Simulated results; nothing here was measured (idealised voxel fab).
A process module follows: voxel quadruple lines.
cross-section cut | 215 nm wide | cells 5 nm
If you're reading a cross-section in this doc, picture square cells in a grid; it comes to you as bands, top ones listed first down to the bottom, and a band can be one or more rows of cells. In this notation a band is specified by the heights of its top and bottom, in that order and in nm, after which its materials appear from left to right, each paired with its width in nm. The word "everywhere" attached to a single material means that material fills the band from edge to edge; the word "empty" stands for empty space. All heights in this document are referenced to 0, defined as the level beneath which the wafer, as received, consists entirely of one material. The lowest band is not bounded below; it extends indefinitely downward and is written in the form "0..down". When a width is written as two numbers, as in "30 to 40", the first number is the width in the top row of cells of the band and the second is the width in its bottom row, and the width changes by the same amount from each row to the next. Key: "nothing got changed" - step with no changed cell in the cross-section. This entry, "Enclosed voids", enumerates those empty regions of no fewer than 8 cells that possess no open connection to the top. Each region is reported in the form width x height at distance, the distance being taken from the left edge, with all three quantities expressed in nm. Post-settings text on a step line: simulator's own remark regarding the step. What "overlay nm" on a step's line means: if the step has a mask, that mask lay this far to the right of its planned place, or, when the value is negative, to the left.
# The following list gives the planned process steps
1: RECEIVE: material Si
2: CONFORMAL_DEP: material SiO2, thk nm 10
3: DIRECTIONAL_DEP: material Ru, thk nm 15
4: DIRECTIONAL_DEP: material polySi, thk nm 15
5: DIRECTIONAL_DEP: material aC, thk nm 25
6: PATTERN: tone cover, mask id MANDREL, material resist, width nm 20, pitch nm 60, thk nm 35, overlay nm 0
7: DIRECTIONAL_ETCH: etch materials aC, depth nm 25
8: STRIP: etch materials resist
9: CONFORMAL_DEP: material SiO2, thk nm 10
10: DIRECTIONAL_ETCH: etch materials SiO2, depth nm 10
11: STRIP: etch materials aC
12: DIRECTIONAL_ETCH: etch materials polySi, depth nm 15
13: STRIP: etch materials SiO2
14: CONFORMAL_DEP: material SiCN, thk nm 5
15: DIRECTIONAL_ETCH: etch materials SiCN, depth nm 5
16: STRIP: etch materials polySi
17: DIRECTIONAL_ETCH: etch materials Ru, depth nm 15
18: STRIP: etch materials SiCN
19: FILL_DEP: material lowk, thk nm 10
20: CMP: height nm 25
# The first of two wafers, run as planned
# As-received state of the wafer in cross-section, equivalent to post-step 1
> 0..down | Si everywhere
> Enclosed voids: none
# Wafer xsec, post step 2
> 10..0 | SiO2 everywhere
> Below 0 it's all the same as before, nothing changed down there.
# Wafer xsec, post step 3
> 25..10 | Ru everywhere
> Below 10 it's all the same as before, nothing changed down there.
# Wafer xsec, post step 4
> 40..25 | polySi everywhere
> Below 25 it's all the same as before, nothing changed down there.
# Wafer xsec, post step 5
> 65..40 | aC everywhere
> Below 40 it's all the same as before, nothing changed down there.
# Wafer xsec, post step 6
> 100..65 | empty 65 nm  resist 20 nm  empty 40 nm  resist 20 nm  empty 70 nm
> Below 65 it's all the same as before, nothing changed down there.
# Wafer xsec, post step 7
> 75..65 | empty 65 nm  resist 20 nm  empty 40 nm  resist 20 nm  empty 70 nm
> 65..40 | empty 65 nm  aC 20 nm  empty 40 nm  aC 20 nm  empty 70 nm
> Below 40 it's all the same as before, nothing changed down there.
# Wafer xsec, post step 8
> 65..40 | empty 65 nm  aC 20 nm  empty 40 nm  aC 20 nm  empty 70 nm
> Below 40 it's all the same as before, nothing changed down there.
# Wafer xsec, post step 9
> 75..65 | empty 55 nm  SiO2 40 nm  empty 20 nm  SiO2 40 nm  empty 60 nm
> 65..50 | empty 55 nm  SiO2 10 nm  aC 20 nm  SiO2 10 nm  empty 20 nm  SiO2 10 nm  aC 20 nm  SiO2 10 nm  empty 60 nm
> 50..40 | SiO2 65 nm  aC 20 nm  SiO2 40 nm  aC 20 nm  SiO2 70 nm
> Below 40 it's all the same as before, nothing changed down there.
# Wafer xsec, post step 10
> 65..40 | empty 55 nm  SiO2 10 nm  aC 20 nm  SiO2 10 nm  empty 20 nm  SiO2 10 nm  aC 20 nm  SiO2 10 nm  empty 60 nm
> Below 40 it's all the same as before, nothing changed down there.
# Wafer xsec, post step 11
> 65..40 | empty 55 nm  SiO2 10 nm  empty 20 nm  SiO2 10 nm  empty 20 nm  SiO2 10 nm  empty 20 nm  SiO2 10 nm  empty 60 nm
> Below 40 it's all the same as before, nothing changed down there.
# Wafer xsec, post step 12
> 65..40 | empty 55 nm  SiO2 10 nm  empty 20 nm  SiO2 10 nm  empty 20 nm  SiO2 10 nm  empty 20 nm  SiO2 10 nm  empty 60 nm
> 40..25 | empty 55 nm  polySi 10 nm  empty 20 nm  polySi 10 nm  empty 20 nm  polySi 10 nm  empty 20 nm  polySi 10 nm  empty 60 nm
> Below 25 it's all the same as before, nothing changed down there.
# Wafer xsec, post step 13
> 40..25 | empty 55 nm  polySi 10 nm  empty 20 nm  polySi 10 nm  empty 20 nm  polySi 10 nm  empty 20 nm  polySi 10 nm  empty 60 nm
> Below 25 it's all the same as before, nothing changed down there.
# Wafer xsec, post step 14
> 45..40 | empty 50 nm  SiCN 20 nm  empty 10 nm  SiCN 20 nm  empty 10 nm  SiCN 20 nm  empty 10 nm  SiCN 20 nm  empty 55 nm
> 40..30 | empty 50 nm  SiCN 5 nm  polySi 10 nm  SiCN 5 nm  empty 10 nm  SiCN 5 nm  polySi 10 nm  SiCN 5 nm  empty 10 nm  SiCN 5 nm  polySi 10 nm  SiCN 5 nm  empty 10 nm  SiCN 5 nm  polySi 10 nm  SiCN 5 nm  empty 55 nm
> 30..25 | SiCN 55 nm  polySi 10 nm  SiCN 20 nm  polySi 10 nm  SiCN 20 nm  polySi 10 nm  SiCN 20 nm  polySi 10 nm  SiCN 60 nm
> Below 25 it's all the same as before, nothing changed down there.
# Wafer xsec, post step 15
> 40..25 | empty 50 nm  SiCN 5 nm  polySi 10 nm  SiCN 5 nm  empty 10 nm  SiCN 5 nm  polySi 10 nm  SiCN 5 nm  empty 10 nm  SiCN 5 nm  polySi 10 nm  SiCN 5 nm  empty 10 nm  SiCN 5 nm  polySi 10 nm  SiCN 5 nm  empty 55 nm
> Below 25 it's all the same as before, nothing changed down there.
# Wafer xsec, post step 16
> 40..25 | empty 50 nm  SiCN 5 nm  empty 10 nm  SiCN 5 nm  empty 10 nm  SiCN 5 nm  empty 10 nm  SiCN 5 nm  empty 10 nm  SiCN 5 nm  empty 10 nm  SiCN 5 nm  empty 10 nm  SiCN 5 nm  empty 10 nm  SiCN 5 nm  empty 55 nm
> Below 25 it's all the same as before, nothing changed down there.
# Wafer xsec, post step 17
> 40..25 | empty 50 nm  SiCN 5 nm  empty 10 nm  SiCN 5 nm  empty 10 nm  SiCN 5 nm  empty 10 nm  SiCN 5 nm  empty 10 nm  SiCN 5 nm  empty 10 nm  SiCN 5 nm  empty 10 nm  SiCN 5 nm  empty 10 nm  SiCN 5 nm  empty 55 nm
> 25..10 | empty 50 nm  Ru 5 nm  empty 10 nm  Ru 5 nm  empty 10 nm  Ru 5 nm  empty 10 nm  Ru 5 nm  empty 10 nm  Ru 5 nm  empty 10 nm  Ru 5 nm  empty 10 nm  Ru 5 nm  empty 10 nm  Ru 5 nm  empty 55 nm
> Below 10 it's all the same as before, nothing changed down there.
# Wafer xsec, post step 18
> 25..10 | empty 50 nm  Ru 5 nm  empty 10 nm  Ru 5 nm  empty 10 nm  Ru 5 nm  empty 10 nm  Ru 5 nm  empty 10 nm  Ru 5 nm  empty 10 nm  Ru 5 nm  empty 10 nm  Ru 5 nm  empty 10 nm  Ru 5 nm  empty 55 nm
> Below 10 it's all the same as before, nothing changed down there.
# Wafer xsec, post step 19
> 35..25 | lowk everywhere
> 25..10 | lowk 50 nm  Ru 5 nm  lowk 10 nm  Ru 5 nm  lowk 10 nm  Ru 5 nm  lowk 10 nm  Ru 5 nm  lowk 10 nm  Ru 5 nm  lowk 10 nm  Ru 5 nm  lowk 10 nm  Ru 5 nm  lowk 10 nm  Ru 5 nm  lowk 55 nm
> Below 10 it's all the same as before, nothing changed down there.
# Wafer xsec, post step 20
> 25..10 | lowk 50 nm  Ru 5 nm  lowk 10 nm  Ru 5 nm  lowk 10 nm  Ru 5 nm  lowk 10 nm  Ru 5 nm  lowk 10 nm  Ru 5 nm  lowk 10 nm  Ru 5 nm  lowk 10 nm  Ru 5 nm  lowk 10 nm  Ru 5 nm  lowk 55 nm
> Below 10 it's all the same as before, nothing changed down there.
# Wafer two of the pair: same origin, same plan, one error during the run; identical to wafer one up to and including step 5
# The second wafer cut through, at the time step 6 was supposed to be finished
> 100..65 | resist 65 nm  empty 20 nm  resist 40 nm  empty 20 nm  resist 70 nm
> Below 65 it's all the same as before, nothing changed down there.
# The second wafer cut through, at the time step 7 was supposed to be finished
> 75..65 | resist 65 nm  empty 20 nm  resist 40 nm  empty 20 nm  resist 70 nm
> 65..40 | aC 65 nm  empty 20 nm  aC 40 nm  empty 20 nm  aC 70 nm
> Below 40 it's all the same as before, nothing changed down there.
# The second wafer cut through, at the time step 8 was supposed to be finished
> 65..40 | aC 65 nm  empty 20 nm  aC 40 nm  empty 20 nm  aC 70 nm
> Below 40 it's all the same as before, nothing changed down there.
# The second wafer cut through, at the time step 9 was supposed to be finished
> 75..65 | SiO2 everywhere
> 65..40 | aC 65 nm  SiO2 20 nm  aC 40 nm  SiO2 20 nm  aC 70 nm
> Below 40 it's all the same as before, nothing changed down there.
# The second wafer cut through, at the time step 10 was supposed to be finished
> 65..40 | aC 65 nm  SiO2 20 nm  aC 40 nm  SiO2 20 nm  aC 70 nm
> Below 40 it's all the same as before, nothing changed down there.
# The second wafer cut through, at the time step 11 was supposed to be finished
> 65..40 | empty 65 nm  SiO2 20 nm  empty 40 nm  SiO2 20 nm  empty 70 nm
> Below 40 it's all the same as before, nothing changed down there.
# The second wafer cut through, at the time step 12 was supposed to be finished
> 65..40 | empty 65 nm  SiO2 20 nm  empty 40 nm  SiO2 20 nm  empty 70 nm
> 40..25 | empty 65 nm  polySi 20 nm  empty 40 nm  polySi 20 nm  empty 70 nm
> Below 25 it's all the same as before, nothing changed down there.
# The second wafer cut through, at the time step 13 was supposed to be finished
> 40..25 | empty 65 nm  polySi 20 nm  empty 40 nm  polySi 20 nm  empty 70 nm
> Below 25 it's all the same as before, nothing changed down there.
# The second wafer cut through, at the time step 14 was supposed to be finished
> 45..40 | empty 60 nm  SiCN 30 nm  empty 30 nm  SiCN 30 nm  empty 65 nm
> 40..30 | empty 60 nm  SiCN 5 nm  polySi 20 nm  SiCN 5 nm  empty 30 nm  SiCN 5 nm  polySi 20 nm  SiCN 5 nm  empty 65 nm
> 30..25 | SiCN 65 nm  polySi 20 nm  SiCN 40 nm  polySi 20 nm  SiCN 70 nm
> Below 25 it's all the same as before, nothing changed down there.
# The second wafer cut through, at the time step 15 was supposed to be finished
> 40..25 | empty 60 nm  SiCN 5 nm  polySi 20 nm  SiCN 5 nm  empty 30 nm  SiCN 5 nm  polySi 20 nm  SiCN 5 nm  empty 65 nm
> Below 25 it's all the same as before, nothing changed down there.
# The second wafer cut through, at the time step 16 was supposed to be finished
> 40..25 | empty 60 nm  SiCN 5 nm  empty 20 nm  SiCN 5 nm  empty 30 nm  SiCN 5 nm  empty 20 nm  SiCN 5 nm  empty 65 nm
> Below 25 it's all the same as before, nothing changed down there.
# The second wafer cut through, at the time step 17 was supposed to be finished
> 40..25 | empty 60 nm  SiCN 5 nm  empty 20 nm  SiCN 5 nm  empty 30 nm  SiCN 5 nm  empty 20 nm  SiCN 5 nm  empty 65 nm
> 25..10 | empty 60 nm  Ru 5 nm  empty 20 nm  Ru 5 nm  empty 30 nm  Ru 5 nm  empty 20 nm  Ru 5 nm  empty 65 nm
> Below 10 it's all the same as before, nothing changed down there.
# The second wafer cut through, at the time step 18 was supposed to be finished
> 25..10 | empty 60 nm  Ru 5 nm  empty 20 nm  Ru 5 nm  empty 30 nm  Ru 5 nm  empty 20 nm  Ru 5 nm  empty 65 nm
> Below 10 it's all the same as before, nothing changed down there.
# The second wafer cut through, at the time step 19 was supposed to be finished
> 35..25 | lowk everywhere
> 25..10 | lowk 60 nm  Ru 5 nm  lowk 20 nm  Ru 5 nm  lowk 30 nm  Ru 5 nm  lowk 20 nm  Ru 5 nm  lowk 65 nm
> Below 10 it's all the same as before, nothing changed down there.
# The second wafer cut through, at the time step 20 was supposed to be finished
> 25..10 | lowk 60 nm  Ru 5 nm  lowk 20 nm  Ru 5 nm  lowk 30 nm  Ru 5 nm  lowk 20 nm  Ru 5 nm  lowk 65 nm
> Below 10 it's all the same as before, nothing changed down there.
Finding, execution versus plan: in deviation from the planned setting, step 6 was conducted as PATTERN: tone open, mask id MANDREL, material resist, width nm 20, pitch nm 60, thk nm 35, overlay nm 0
Per the end-of-run cell counts, the second wafer holds more or fewer of some materials than the first: 12 fewer of Ru; 12 more of lowk
